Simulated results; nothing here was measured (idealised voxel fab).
Title: Process Module voxel self aligned vias
Cross-section cut: width 300 nm, square cells of 5 nm.
Heads up, the way a cross-section reads in here is a grid of square cells, handed over as bands from the top down, with every band being one or more rows of cells. Look at the band entry: it leads with the top's height and the bottom's height in nm. Then it lists the materials left to right, with a width in nm for each. The word "throughout" on a single material says that material fills the band edge to edge. The word "air" is empty space. Heights are expressed relative to 0, this being the level below which the as-received wafer comprises one material exclusively. The lowest band is unbounded in the downward direction and is denoted as in "0 and below". Think of "30->40" as a width that walks from the first number to the second as you go down the band, top row to bottom row, taking equal-sized steps from row to row. Where the words "same as before" appear for a step, the cross-section shows no cell changed by that step; every cell remained as before. This entry, "Fully sealed voids", enumerates those empty regions of no fewer than 8 cells that possess no open connection to the top. Each region is reported in the form width x height at distance, the distance being taken from the left edge, with all three quantities expressed in nm. Formally, on a step line, whatever follows the settings is a remark that the simulator itself makes on the step. Each step line may optionally specify "overlay nm", which for a step with a mask gives the rightward distance between the mask's planned place and where it lay, a negative value indicating the leftward direction.
[Process steps - plan]
| 1 | RECEIVE | material Si |
| 2 | CONFORMAL_DEP | material SiO2 | thk nm 15 |
| 3 | CONFORMAL_DEP | material SiCN | thk nm 5 |
| 4 | DIRECTIONAL_DEP | material lowk | thk nm 30 |
| 5 | MASKED_ETCH | tone open | mask id LINES | width nm 20 | pitch nm 65 | etch materials lowk | depth nm 30 | overlay nm 0 |
| 6 | CONFORMAL_DEP | material TiN | thk nm 5 |
| 7 | FILL_DEP | material W | thk nm 10 |
| 8 | CMP | height nm 50 |
| 9 | SELECTIVE_ETCH | etch materials W Ru TiN | depth nm 5 |
| 10 | FILL_DEP | material SiN | thk nm 10 |
| 11 | CMP | height nm 50 |
| 12 | DIRECTIONAL_DEP | material lowk | thk nm 15 |
| 13 | PATTERN | tone open | mask id VIAS | material resist | width nm 40 | pitch nm 65 | thk nm 15 | overlay nm 0 |
| 14 | DIRECTIONAL_ETCH | etch materials lowk | depth nm 15 |
| 15 | DIRECTIONAL_ETCH | etch materials SiN | depth nm 5 |
| 16 | STRIP | etch materials resist |
| 17 | CONFORMAL_DEP | material TiN | thk nm 5 |
| 18 | FILL_DEP | material Cu | thk nm 10 |
| 19 | CMP | height nm 65 |
| 20 | CONFORMAL_DEP | material SiN | thk nm 5 |
[The first of two wafers, run as planned]
[Incoming wafer, cross-sectional view, post step 1]
    0 and below: Si throughout
    Fully sealed voids: none
[The wafer in cross-section once step 2 is complete]
    15 down to 0: SiO2 throughout
    All layers under 0 are left as they were.
[The wafer in cross-section once step 3 is complete]
    20 down to 15: SiCN throughout
    All layers under 15 are left as they were.
[The wafer in cross-section once step 4 is complete]
    50 down to 20: lowk throughout
    All layers under 20 are left as they were.
[The wafer in cross-section once step 5 is complete]
    50 down to 20: 75 of lowk | 20 of air | 45 of lowk | 20 of air | 45 of lowk | 20 of air | 75 of lowk
    All layers under 20 are left as they were.
[The wafer in cross-section once step 6 is complete]
    55 down to 50: 80 of TiN | 10 of air | 55 of TiN | 10 of air | 55 of TiN | 10 of air | 80 of TiN
    50 down to 25: 75 of lowk | 5 of TiN | 10 of air | 5 of TiN | 45 of lowk | 5 of TiN | 10 of air | 5 of TiN | 45 of lowk | 5 of TiN | 10 of air | 5 of TiN | 75 of lowk
    25 down to 20: 75 of lowk | 20 of TiN | 45 of lowk | 20 of TiN | 45 of lowk | 20 of TiN | 75 of lowk
    All layers under 20 are left as they were.
[The wafer in cross-section once step 7 is complete]
    65 down to 55: W throughout
    55 down to 50: 80 of TiN | 10 of W | 55 of TiN | 10 of W | 55 of TiN | 10 of W | 80 of TiN
    50 down to 25: 75 of lowk | 5 of TiN | 10 of W | 5 of TiN | 45 of lowk | 5 of TiN | 10 of W | 5 of TiN | 45 of lowk | 5 of TiN | 10 of W | 5 of TiN | 75 of lowk
    All layers under 25 are left as they were.
[The wafer in cross-section once step 8 is complete]
    50 down to 25: 75 of lowk | 5 of TiN | 10 of W | 5 of TiN | 45 of lowk | 5 of TiN | 10 of W | 5 of TiN | 45 of lowk | 5 of TiN | 10 of W | 5 of TiN | 75 of lowk
    All layers under 25 are left as they were.
[The wafer in cross-section once step 9 is complete]
    50 down to 45: 75 of lowk | 20 of air | 45 of lowk | 20 of air | 45 of lowk | 20 of air | 75 of lowk
    All layers under 45 are left as they were.
[The wafer in cross-section once step 10 is complete]
    60 down to 50: SiN throughout
    50 down to 45: 75 of lowk | 20 of SiN | 45 of lowk | 20 of SiN | 45 of lowk | 20 of SiN | 75 of lowk
    All layers under 45 are left as they were.
[The wafer in cross-section once step 11 is complete]
    50 down to 45: 75 of lowk | 20 of SiN | 45 of lowk | 20 of SiN | 45 of lowk | 20 of SiN | 75 of lowk
    All layers under 45 are left as they were.
[The wafer in cross-section once step 12 is complete]
    65 down to 50: lowk throughout
    All layers under 50 are left as they were.
[The wafer in cross-section once step 13 is complete]
    80 down to 65: 65 of resist | 40 of air | 25 of resist | 40 of air | 25 of resist | 40 of air | 65 of resist
    All layers under 65 are left as they were.
[The wafer in cross-section once step 14 is complete]
    80 down to 65: 65 of resist | 40 of air | 25 of resist | 40 of air | 25 of resist | 40 of air | 65 of resist
    65 down to 50: 65 of lowk | 40 of air | 25 of lowk | 40 of air | 25 of lowk | 40 of air | 65 of lowk
    All layers under 50 are left as they were.
[The wafer in cross-section once step 15 is complete]
    80 down to 65: 65 of resist | 40 of air | 25 of resist | 40 of air | 25 of resist | 40 of air | 65 of resist
    65 down to 50: 65 of lowk | 40 of air | 25 of lowk | 40 of air | 25 of lowk | 40 of air | 65 of lowk
    50 down to 45: 75 of lowk | 20 of air | 45 of lowk | 20 of air | 45 of lowk | 20 of air | 75 of lowk
    All layers under 45 are left as they were.
[The wafer in cross-section once step 16 is complete]
    65 down to 50: 65 of lowk | 40 of air | 25 of lowk | 40 of air | 25 of lowk | 40 of air | 65 of lowk
    All layers under 50 are left as they were.
[The wafer in cross-section once step 17 is complete]
    70 down to 65: 70 of TiN | 30 of air | 35 of TiN | 30 of air | 35 of TiN | 30 of air | 70 of TiN
    65 down to 55: 65 of lowk | 5 of TiN | 30 of air | 5 of TiN | 25 of lowk | 5 of TiN | 30 of air | 5 of TiN | 25 of lowk | 5 of TiN | 30 of air | 5 of TiN | 65 of lowk
    55 down to 50: 65 of lowk | 15 of TiN | 10 of air | 15 of TiN | 25 of lowk | 15 of TiN | 10 of air | 15 of TiN | 25 of lowk | 15 of TiN | 10 of air | 15 of TiN | 65 of lowk
    50 down to 45: 75 of lowk | 20 of TiN | 45 of lowk | 20 of TiN | 45 of lowk | 20 of TiN | 75 of lowk
    All layers under 45 are left as they were.
[The wafer in cross-section once step 18 is complete]
    80 down to 70: Cu throughout
    70 down to 65: 70 of TiN | 30 of Cu | 35 of TiN | 30 of Cu | 35 of TiN | 30 of Cu | 70 of TiN
    65 down to 55: 65 of lowk | 5 of TiN | 30 of Cu | 5 of TiN | 25 of lowk | 5 of TiN | 30 of Cu | 5 of TiN | 25 of lowk | 5 of TiN | 30 of Cu | 5 of TiN | 65 of lowk
    55 down to 50: 65 of lowk | 15 of TiN | 10 of Cu | 15 of TiN | 25 of lowk | 15 of TiN | 10 of Cu | 15 of TiN | 25 of lowk | 15 of TiN | 10 of Cu | 15 of TiN | 65 of lowk
    All layers under 50 are left as they were.
[The wafer in cross-section once step 19 is complete]
    65 down to 55: 65 of lowk | 5 of TiN | 30 of Cu | 5 of TiN | 25 of lowk | 5 of TiN | 30 of Cu | 5 of TiN | 25 of lowk | 5 of TiN | 30 of Cu | 5 of TiN | 65 of lowk
    All layers under 55 are left as they were.
[The wafer in cross-section once step 20 is complete]
    70 down to 65: SiN throughout
    All layers under 65 are left as they were.
[The second wafer: identical to the first at the outset and in its planned sequence, differing only in that one mistake was made during processing; up to and including step 2, its path is the first wafer's path]
[Second wafer at the planned finish of step 3, seen in cross-section]
    45 down to 15: lowk throughout
    All layers under 15 are left as they were.
[Second wafer at the planned finish of step 4, seen in cross-section]
    50 down to 45: SiCN throughout
    All layers under 45 are left as they were.
Second wafer at the planned finish of step 5, seen in cross-section: same as before
[Second wafer at the planned finish of step 6, seen in cross-section]
    55 down to 50: TiN throughout
    All layers under 50 are left as they were.
[Second wafer at the planned finish of step 7, seen in cross-section]
    65 down to 55: W throughout
    All layers under 55 are left as they were.
[Second wafer at the planned finish of step 8, seen in cross-section]
    50 down to 45: SiCN throughout
    All layers under 45 are left as they were.
Second wafer at the planned finish of step 9, seen in cross-section: same as before
[Second wafer at the planned finish of step 10, seen in cross-section]
    60 down to 50: SiN throughout
    All layers under 50 are left as they were.
[Second wafer at the planned finish of step 11, seen in cross-section]
    50 down to 45: SiCN throughout
    All layers under 45 are left as they were.
[Second wafer at the planned finish of step 12, seen in cross-section]
    65 down to 50: lowk throughout
    All layers under 50 are left as they were.
[Second wafer at the planned finish of step 13, seen in cross-section]
    80 down to 65: 65 of resist | 40 of air | 25 of resist | 40 of air | 25 of resist | 40 of air | 65 of resist
    All layers under 65 are left as they were.
[Second wafer at the planned finish of step 14, seen in cross-section]
    80 down to 65: 65 of resist | 40 of air | 25 of resist | 40 of air | 25 of resist | 40 of air | 65 of resist
    65 down to 50: 65 of lowk | 40 of air | 25 of lowk | 40 of air | 25 of lowk | 40 of air | 65 of lowk
    All layers under 50 are left as they were.
Second wafer at the planned finish of step 15, seen in cross-section: same as before
[Second wafer at the planned finish of step 16, seen in cross-section]
    65 down to 50: 65 of lowk | 40 of air | 25 of lowk | 40 of air | 25 of lowk | 40 of air | 65 of lowk
    All layers under 50 are left as they were.
[Second wafer at the planned finish of step 17, seen in cross-section]
    70 down to 65: 70 of TiN | 30 of air | 35 of TiN | 30 of air | 35 of TiN | 30 of air | 70 of TiN
    65 down to 55: 65 of lowk | 5 of TiN | 30 of air | 5 of TiN | 25 of lowk | 5 of TiN | 30 of air | 5 of TiN | 25 of lowk | 5 of TiN | 30 of air | 5 of TiN | 65 of lowk
    55 down to 50: 65 of lowk | 40 of TiN | 25 of lowk | 40 of TiN | 25 of lowk | 40 of TiN | 65 of lowk
    All layers under 50 are left as they were.
[Second wafer at the planned finish of step 18, seen in cross-section]
    80 down to 70: Cu throughout
    70 down to 65: 70 of TiN | 30 of Cu | 35 of TiN | 30 of Cu | 35 of TiN | 30 of Cu | 70 of TiN
    65 down to 55: 65 of lowk | 5 of TiN | 30 of Cu | 5 of TiN | 25 of lowk | 5 of TiN | 30 of Cu | 5 of TiN | 25 of lowk | 5 of TiN | 30 of Cu | 5 of TiN | 65 of lowk
    All layers under 55 are left as they were.
[Second wafer at the planned finish of step 19, seen in cross-section]
    65 down to 55: 65 of lowk | 5 of TiN | 30 of Cu | 5 of TiN | 25 of lowk | 5 of TiN | 30 of Cu | 5 of TiN | 25 of lowk | 5 of TiN | 30 of Cu | 5 of TiN | 65 of lowk
    All layers under 55 are left as they were.
[Second wafer at the planned finish of step 20, seen in cross-section]
    70 down to 65: SiN throughout
    All layers under 65 are left as they were.
Deviation noted in wafer processing: steps 3 and 4 were swapped
Looking at both finished wafers in cells, the second ends up ahead of or behind the first on some materials: 6 fewer of Cu; 42 fewer of TiN; 24 fewer of W; 72 more of lowk
